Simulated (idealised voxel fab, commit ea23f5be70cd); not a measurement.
process module | voxel released beams
cross-section cut | 230 nm wide | cells 5 nm
A cross-section is a grid of square cells, given in bands from the top down. A band is one or more rows of cells.
Each band's line starts with the height of the band's top and of its bottom, in nm. Then come its materials from left to right, each with its width in nm. One material with "throughout" fills the band from edge to edge. "air" is empty space.
Height 0 is the level under which the wafer as received is all one material. The lowest band goes on downwards, as in "0 down".
A width such as "30 to 40" changes by the same amount from each row of cells to the next, from the band's top row to its bottom row.
"no change" after a step means that no cell of the cross-section changed.
closed voids: empty space of 8 cells or more with no open way to the top, each as width x height at its distance from the left edge, in nm
after a step's settings: what the simulator itself notes on the step
overlay nm, on a step with a mask: how far to the right of its planned place the mask lay; to the left if negative
plan
1 op RECEIVE | material Si
2 op CONFORMAL_DEP | material SiN | thk nm 10
3 op DIRECTIONAL_DEP | material SiO2 | thk nm 20
4 op PATTERN | tone open | mask id ANCHOR | material resist | width nm 25 | thk nm 15 | overlay nm 0
5 op DIRECTIONAL_ETCH | etch materials SiO2 | depth nm 20
6 op STRIP | etch materials resist
7 op CONFORMAL_DEP | material polySi | thk nm 10
8 op PATTERN | tone cover | mask id BEAM | material resist | width nm 90 | thk nm 20 | overlay nm 0
9 op DIRECTIONAL_ETCH | etch materials polySi | depth nm 5
10 op STRIP | etch materials resist
11 op STRIP | etch materials SiO2
varied across the wafers: depth nm of step 9. The plan shows the first wafer's value. All wafers start alike
first wafer as received, after step 1
  0 down: Si throughout
  closed voids: none
first wafer at the end, after step 11
  40 to 35: air 65 | polySi 15 | air 5 | polySi 70 | air 75
  35 to 30: polySi 80 | air 5 | polySi 145
  30 to 20: SiO2 70 | polySi 10 | air 5 | polySi 10 | SiO2 135
  20 to 10: SiO2 70 | polySi 25 | SiO2 135
  10 to 0: SiN throughout
  0 down: Si throughout
  closed voids: none
last wafer at the end
  40 to 30: air 65 | polySi 15 | air 5 | polySi 70 | air 75
  30 to 20: air 70 | polySi 10 | air 5 | polySi 10 | air 135
  20 to 10: air 70 | polySi 25 | air 135
  10 to 0: SiN throughout
  0 down: Si throughout
  closed voids: none
each wafer at the end: cells of each material gained (+) or lost (-) since it was received, then its closed voids
depth nm 5 | +92 SiN | +164 SiO2 | +80 polySi | closed voids: none
depth nm 10 | +92 SiN | +52 polySi | closed voids: none
depth nm 15 | +92 SiN | +52 polySi | closed voids: none
depth nm 20 | +92 SiN | +52 polySi | closed voids: none
depth nm 25 | +92 SiN | +52 polySi | closed voids: none
